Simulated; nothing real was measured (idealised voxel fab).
The document below concerns the process module designated voxel wiring stack.
Cross-section cut spans 300 nm and uses square cells 5 nm in size.
Cross-section layout: square cells on a grid; listed as bands, top to bottom; a band spans one or more cell rows.
Basically the band line says how high the top is and how high the bottom is, in nm, and then what's in it from left to right, every material with its width in nm. Empty space shows up as "blank", and if a single material carries "edge to edge" it runs the full band edge to edge.
Ref level 0: as-received wafer is one material below here. Bottom band extends down with no lower bound ("top 0, no bottom").
You'd read "30..40" like this: the band's top row of cells is as wide as the first number, its bottom row is as wide as the second, and going down, every row changes width by the same amount as the row before did.
What does "changes: none" mean for a step? It means no cell of the cross-section changed in that step.
Entry "Unvented cavities". Content: empty spaces with no open connection to the top, size 8 cells or greater. Each: width x height at distance. Distance: from left edge. Unit: nm.
Heads up: the bit after the settings on a step's line is the simulator's remark on that step.
overlay nm: on a step with a mask, how far right of its planned place the mask lay; negative means left.

# This section lists the process steps that were planned
1,RECEIVE [material Si]
2,CONFORMAL_DEP [material SiO2] [thk nm 15]
3,CONFORMAL_DEP [material SiN] [thk nm 5]
4,DIRECTIONAL_DEP [material SiO2] [thk nm 15]
5,DIRECTIONAL_DEP [material aC] [thk nm 10]
6,PATTERN [tone open] [mask id METAL_1] [material resist] [width nm 30] [pitch nm 55] [thk nm 25] [overlay nm 0]
7,DIRECTIONAL_ETCH [etch materials aC] [depth nm 10]
8,STRIP [etch materials resist]
9,DIRECTIONAL_ETCH [etch materials SiO2] [depth nm 15]
10,DIRECTIONAL_ETCH [etch materials SiN] [depth nm 5]
11,STRIP [etch materials aC]
12,CONFORMAL_DEP [material TiN] [thk nm 5]
13,FILL_DEP [material Ru] [thk nm 10]
14,CMP [height nm 35]
15,CONFORMAL_DEP [material SiCN] [thk nm 5]
16,DIRECTIONAL_DEP [material lowk] [thk nm 30]
17,PATTERN [tone open] [mask id METAL_2] [material resist] [width nm 30] [pitch nm 55] [thk nm 20] [overlay nm 0]
18,DIRECTIONAL_ETCH [etch materials lowk] [depth nm 20]
19,STRIP [etch materials resist]
20,MASKED_ETCH [tone open] [mask id METAL_2_HOLES] [width nm 15] [pitch nm 55] [etch materials lowk] [depth nm 10] [overlay nm 0]
21,MASKED_ETCH [tone open] [mask id METAL_2_HOLES] [width nm 15] [pitch nm 55] [etch materials SiCN] [depth nm 5] [overlay nm 0]
22,CONFORMAL_DEP [material TiN] [thk nm 5]
23,FILL_DEP [material Cu] [thk nm 10]
24,CMP [height nm 70]
25,CONFORMAL_DEP [material SiCN] [thk nm 5]
26,DIRECTIONAL_DEP [material SiO2] [thk nm 30]
27,MASKED_ETCH [tone open] [mask id METAL_3_HOLES] [width nm 15] [pitch nm 55] [etch materials SiO2] [depth nm 30] [overlay nm 0]
28,MASKED_ETCH [tone open] [mask id METAL_3] [width nm 30] [pitch nm 55] [etch materials SiO2] [depth nm 20] [overlay nm 0]
29,MASKED_ETCH [tone open] [mask id METAL_3] [width nm 30] [pitch nm 55] [etch materials SiCN] [depth nm 5] [overlay nm 0]
30,CONFORMAL_DEP [material TiN] [thk nm 5]
31,FILL_DEP [material Cu] [thk nm 5]
32,CMP [height nm 105]
33,CONFORMAL_DEP [material SiCN] [thk nm 5]
34,DIRECTIONAL_DEP [material lowk] [thk nm 30]
35,MASKED_ETCH [tone open] [mask id METAL_4_HOLES] [width nm 15] [pitch nm 55] [etch materials lowk] [depth nm 30] [overlay nm 0]
36,DIRECTIONAL_DEP [material aC] [thk nm 10]
37,PATTERN [tone open] [mask id METAL_4] [material resist] [width nm 30] [pitch nm 55] [thk nm 30] [overlay nm 0]
38,DIRECTIONAL_ETCH [etch materials aC] [depth nm 10]
39,STRIP [etch materials resist]
40,DIRECTIONAL_ETCH [etch materials lowk] [depth nm 20]
41,DIRECTIONAL_ETCH [etch materials SiCN] [depth nm 5]
42,STRIP [etch materials aC]
43,CONFORMAL_DEP [material TiN] [thk nm 5]
44,FILL_DEP [material Cu] [thk nm 5]
45,CMP [height nm 140]
46,CONFORMAL_DEP [material SiN] [thk nm 5]

# as received, after step 1
- top 0, no bottom = Si edge to edge
- Unvented cavities: none

# Cross-section at module end, one run error; start and plan unchanged from above
- top 145, bottom 140 = SiN edge to edge
- top 140, bottom 125 = Cu (90)  TiN (5)  lowk (15)  TiN (5)  Cu (30)  TiN (5)  lowk (15)  TiN (5)  Cu (30)  TiN (5)  lowk (15)  TiN (5)  Cu (75)
- top 125, bottom 120 = TiN (85)  Cu (5)  TiN (5)  lowk (15)  TiN (30)  Cu (5)  TiN (5)  lowk (15)  TiN (30)  Cu (5)  TiN (5)  lowk (15)  TiN (80)
- top 120, bottom 115 = lowk (80)  TiN (5)  Cu (5)  TiN (5)  lowk (40)  TiN (5)  Cu (5)  TiN (5)  lowk (40)  TiN (5)  Cu (5)  TiN (5)  lowk (95)
- top 115, bottom 110 = lowk (80)  TiN (15)  lowk (40)  TiN (15)  lowk (40)  TiN (15)  lowk (95)
- top 110, bottom 105 = SiCN edge to edge
- top 105, bottom 90 = SiO2 (80)  TiN (5)  Cu (20)  TiN (5)  SiO2 (25)  TiN (5)  Cu (20)  TiN (5)  SiO2 (25)  TiN (5)  Cu (20)  TiN (5)  SiO2 (80)
- top 90, bottom 85 = SiO2 (80)  TiN (5)  Cu (5)  TiN (20)  SiO2 (25)  TiN (5)  Cu (5)  TiN (20)  SiO2 (25)  TiN (5)  Cu (5)  TiN (20)  SiO2 (80)
- top 85, bottom 75 = SiO2 (80)  TiN (5)  Cu (5)  TiN (5)  SiO2 (40)  TiN (5)  Cu (5)  TiN (5)  SiO2 (40)  TiN (5)  Cu (5)  TiN (5)  SiO2 (95)
- top 75, bottom 70 = SiCN (80)  TiN (15)  SiCN (40)  TiN (15)  SiCN (40)  TiN (15)  SiCN (95)
- top 70, bottom 55 = lowk (80)  TiN (5)  Cu (20)  TiN (5)  lowk (25)  TiN (5)  Cu (20)  TiN (5)  lowk (25)  TiN (5)  Cu (20)  TiN (5)  lowk (80)
- top 55, bottom 50 = lowk (80)  TiN (5)  Cu (5)  TiN (20)  lowk (25)  TiN (5)  Cu (5)  TiN (20)  lowk (25)  TiN (5)  Cu (5)  TiN (20)  lowk (80)
- top 50, bottom 40 = lowk (80)  TiN (5)  Cu (5)  TiN (5)  lowk (40)  TiN (5)  Cu (5)  TiN (5)  lowk (40)  TiN (5)  Cu (5)  TiN (5)  lowk (95)
- top 40, bottom 35 = SiCN (80)  TiN (15)  SiCN (40)  TiN (15)  SiCN (40)  TiN (15)  SiCN (95)
- top 35, bottom 20 = SiO2 (80)  TiN (5)  Ru (20)  TiN (5)  SiO2 (25)  TiN (5)  Ru (20)  TiN (5)  SiO2 (25)  TiN (5)  Ru (20)  TiN (5)  SiO2 (80)
- top 20, bottom 15 = SiN (80)  TiN (30)  SiN (25)  TiN (30)  SiN (25)  TiN (30)  SiN (80)
- top 15, bottom 0 = SiO2 edge to edge
- top 0, no bottom = Si edge to edge
- Unvented cavities: none
Heads up, the wafer didn't run the way we planned it: for step 37, the planned setting was not used; the step was instead run as PATTERN [tone cover] [mask id METAL_4] [material resist] [width nm 30] [pitch nm 55] [thk nm 30] [overlay nm 0]
